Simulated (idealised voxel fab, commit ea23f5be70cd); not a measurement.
You're looking at the process module voxel double patterning.
Cross-section cut: width 240 nm, square cells of 5 nm.
For the purposes of this document, a cross-section shall be understood as a grid of square cells, specified as bands listed in top-to-bottom order, each band consisting of one or more rows of cells. Band entry format. Leading values: height of top, height of bottom, nm. Remainder: materials in left-to-right order, each with its width in nm. Special words: "all across" on a single material, which then fills the band edge to edge; "air", empty space. Heads up on the height convention: 0 is the point under which the incoming wafer is all one material, and the lowest band has no bottom, it just keeps going down, like "0..down". Width "30->40": first value at the band's top row of cells, second value at its bottom row, equal change from row to row. Reading "nothing different" for a step: not a cell of the cross-section changed in it. Heads up: "Voids, sealed" only lists the empty pockets with no open path to the top that are 8 cells or more, and it writes them as width x height at distance, distance from the left edge, in nm. Where a step's line continues beyond its settings, the continuation is a remark by the simulator itself on that step. The line of a step may include "overlay nm". On a step with a mask, this value is how far to the right of its planned place the mask lay. A negative value means the mask lay to the left.

### Process steps foreseen in the plan
1,RECEIVE [material Si]
2,CONFORMAL_DEP [material SiO2] [thk nm 10]
3,DIRECTIONAL_DEP [material polySi] [thk nm 15]
4,DIRECTIONAL_DEP [material SiN] [thk nm 10]
5,MASKED_ETCH [tone open] [mask id FIRST] [width nm 15] [pitch nm 50] [etch materials SiN] [depth nm 10] [overlay nm 0]
6,MASKED_ETCH [tone open] [mask id SECOND] [width nm 15] [pitch nm 50] [etch materials SiN] [depth nm 10] [overlay nm 0]
7,DIRECTIONAL_ETCH [etch materials polySi] [depth nm 15]
8,STRIP [etch materials SiN]

### as received, after step 1
  0..down = Si all across
  Voids, sealed: none

### first wafer at the end, as planned
  25..10 = polySi (60) | air (15) | polySi (10) | air (15) | polySi (10) | air (15) | polySi (10) | air (15) | polySi (10) | air (15) | polySi (65)
  10..0 = SiO2 all across
  0..down = Si all across
  Voids, sealed: none

### Wafer two (of two), end-of-module cross-section: start = wafer one, plan = wafer one, one run mistake
  25..20 = polySi (60) | air (15) | polySi (10) | air (15) | polySi (10) | air (15) | polySi (10) | air (15) | polySi (10) | air (15) | polySi (65)
  20..10 = polySi all across
  10..0 = SiO2 all across
  0..down = Si all across
  Voids, sealed: none
Heads up, the wafer didn't run the way we planned it: the process deviated at step 7: the operation and settings actually run there were DIRECTIONAL_ETCH [etch materials polySi] [depth nm 5]
Final cells, second wafer relative to first, materials higher or lower: 30 more of polySi
